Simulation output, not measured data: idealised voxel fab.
process module | voxel self aligned vias
cross-section cut | 240 nm wide | cells 5 nm
A cross-section is a grid of square cells, given in bands from the top down. A band is one or more rows of cells.
Each band's line starts with the height of the band's top and of its bottom, in nm. Then come its materials from left to right, each with its width in nm. One material with "throughout" fills the band from edge to edge. "air" is empty space.
Height 0 is the level under which the wafer as received is all one material. The lowest band goes on downwards, as in "0 down".
A width such as "30 to 40" changes by the same amount from each row of cells to the next, from the band's top row to its bottom row.
"no change" after a step means that no cell of the cross-section changed.
closed voids: empty space of 8 cells or more with no open way to the top, each as width x height at its distance from the left edge, in nm
after a step's settings: what the simulator itself notes on the step
overlay nm, on a step with a mask: how far to the right of its planned place the mask lay; to the left if negative
plan
1 op RECEIVE | material Si
2 op CONFORMAL_DEP | material SiO2 | thk nm 10
3 op CONFORMAL_DEP | material SiCN | thk nm 5
4 op DIRECTIONAL_DEP | material SiO2 | thk nm 20
5 op PATTERN | tone open | mask id LINES | material resist | width nm 25 | pitch nm 60 | thk nm 20 | overlay nm 0
6 op DIRECTIONAL_ETCH | etch materials SiO2 | depth nm 20
7 op STRIP | etch materials resist
8 op CONFORMAL_DEP | material TiN | thk nm 5
9 op FILL_DEP | material W | thk nm 10
10 op CMP | height nm 35
11 op SELECTIVE_ETCH | etch materials W Ru TiN | depth nm 10
12 op FILL_DEP | material SiN | thk nm 10
13 op CMP | height nm 35
14 op DIRECTIONAL_DEP | material SiO2 | thk nm 20
15 op DIRECTIONAL_DEP | material aC | thk nm 15
16 op PATTERN | tone open | mask id VIAS | material resist | width nm 35 | thk nm 35 | overlay nm 0
17 op DIRECTIONAL_ETCH | etch materials aC | depth nm 15
18 op STRIP | etch materials resist
19 op DIRECTIONAL_ETCH | etch materials SiO2 | depth nm 20
20 op DIRECTIONAL_ETCH | etch materials SiN | depth nm 10
21 op STRIP | etch materials aC
22 op CONFORMAL_DEP | material TiN | thk nm 5
23 op FILL_DEP | material Ru | thk nm 10
24 op CMP | height nm 55
25 op CONFORMAL_DEP | material SiN | thk nm 5
as received, after step 1
  0 down: Si throughout
  closed voids: none
a wafer at the end: this start, this plan, one mistake
  60 to 55: SiN throughout
  55 to 50: TiN 75 | Ru 25 | TiN 140
  50 to 35: SiO2 70 | TiN 5 | Ru 25 | TiN 5 | SiO2 135
  35 to 30: SiO2 70 | TiN 10 | Ru 15 | TiN 10 | SiO2 30 | SiN 25 | SiO2 80
  30 to 25: SiO2 75 | TiN 25 | SiO2 35 | SiN 25 | SiO2 80
  25 to 20: SiO2 75 | TiN 5 | W 15 | TiN 5 | SiO2 35 | TiN 5 | W 15 | TiN 5 | SiO2 80
  20 to 15: SiO2 75 | TiN 25 | SiO2 35 | TiN 25 | SiO2 80
  15 to 10: SiCN throughout
  10 to 0: SiO2 throughout
  0 down: Si throughout
  closed voids: none
what went wrong: step 14 ran as: op DIRECTIONAL_DEP | material SiO2 | thk nm 15
